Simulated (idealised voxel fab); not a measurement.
process module | voxel gate over fins
cross-section cut | 255 nm wide | cells 5 nm
A cross-section is a grid of square cells, given in bands from the top down. A band is one or more rows of cells.
Each band's line starts with the height of the band's top and of its bottom, in nm. Then come its materials from left to right, each with its width in nm. One material with "throughout" fills the band from edge to edge. "air" is empty space.
Height 0 is the level under which the wafer as received is all one material. The lowest band goes on downwards, as in "0 down".
A width such as "30 to 40" changes by the same amount from each row of cells to the next, from the band's top row to its bottom row.
"no change" after a step means that no cell of the cross-section changed.
closed voids: empty space of 8 cells or more with no open way to the top, each as width x height at its distance from the left edge, in nm
after a step's settings: what the simulator itself notes on the step
overlay nm, on a step with a mask: how far to the right of its planned place the mask lay; to the left if negative
plan
1 op RECEIVE | material Si
2 op CONFORMAL_DEP | material SiN | thk nm 5
3 op MASKED_ETCH | tone cover | mask id FINS | width nm 15 | pitch nm 45 | etch materials SiN | depth nm 5 | overlay nm 0
4 op MASKED_ETCH | tone cover | mask id FINS | width nm 15 | pitch nm 45 | etch materials Si | depth nm 30 | overlay nm 0
5 op OXIDIZE | depth nm 5
6 op FILL_DEP | material SiO2 | thk nm 5
7 op CMP | height nm 5
8 op SELECTIVE_ETCH | etch materials SiO2 | depth nm 15
9 op STRIP | etch materials SiN
10 op CONFORMAL_DEP | material HfO2 | thk nm 5
11 op CONFORMAL_DEP | material TiN | thk nm 5
12 op FILL_DEP | material W | thk nm 15
13 op CMP | height nm 20
14 op CONFORMAL_DEP | material SiN | thk nm 5
as received, after step 1
  0 down: Si throughout
  closed voids: none
first wafer at the end, as planned
  25 to 20: SiN throughout
  20 to 10: W throughout
  10 to 5: W 45 | TiN 25 | W 20 | TiN 25 | W 20 | TiN 25 | W 20 | TiN 25 | W 50
  5 to 0: W 45 | TiN 5 | HfO2 15 | TiN 5 | W 20 | TiN 5 | HfO2 15 | TiN 5 | W 20 | TiN 5 | HfO2 15 | TiN 5 | W 20 | TiN 5 | HfO2 15 | TiN 5 | W 50
  0 to -5: TiN 50 | HfO2 5 | Si 5 | HfO2 5 | TiN 30 | HfO2 5 | Si 5 | HfO2 5 | TiN 30 | HfO2 5 | Si 5 | HfO2 5 | TiN 30 | HfO2 5 | Si 5 | HfO2 5 | TiN 55
  -5 to -10: HfO2 55 | Si 5 | HfO2 40 | Si 5 | HfO2 40 | Si 5 | HfO2 40 | Si 5 | HfO2 60
  -10 to -35: SiO2 55 | Si 5 | SiO2 40 | Si 5 | SiO2 40 | Si 5 | SiO2 40 | Si 5 | SiO2 60
  -35 down: Si throughout
  closed voids: none
second wafer at the end: like start, like plan, one mistake
  25 to 20: SiN throughout
  20 to 15: W throughout
  15 to 10: TiN throughout
  10 to 5: HfO2 55 | TiN 5 | HfO2 40 | TiN 5 | HfO2 40 | TiN 5 | HfO2 40 | TiN 5 | HfO2 60
  5 to 0: TiN 50 | HfO2 15 | TiN 30 | HfO2 15 | TiN 30 | HfO2 15 | TiN 30 | HfO2 15 | TiN 55
  0 to -30: TiN 50 | SiO2 5 | Si 5 | SiO2 5 | TiN 30 | SiO2 5 | Si 5 | SiO2 5 | TiN 30 | SiO2 5 | Si 5 | SiO2 5 | TiN 30 | SiO2 5 | Si 5 | SiO2 5 | TiN 55
  -30 to -35: SiO2 55 | Si 5 | SiO2 40 | Si 5 | SiO2 40 | Si 5 | SiO2 40 | Si 5 | SiO2 60
  -35 down: Si throughout
  closed voids: none
what went wrong: step 6 ran as: op FILL_DEP | material TiN | thk nm 5
at the end the second wafer has, in cells: 8 fewer of HfO2 | 140 fewer of SiO2 | 261 more of TiN | 113 fewer of W
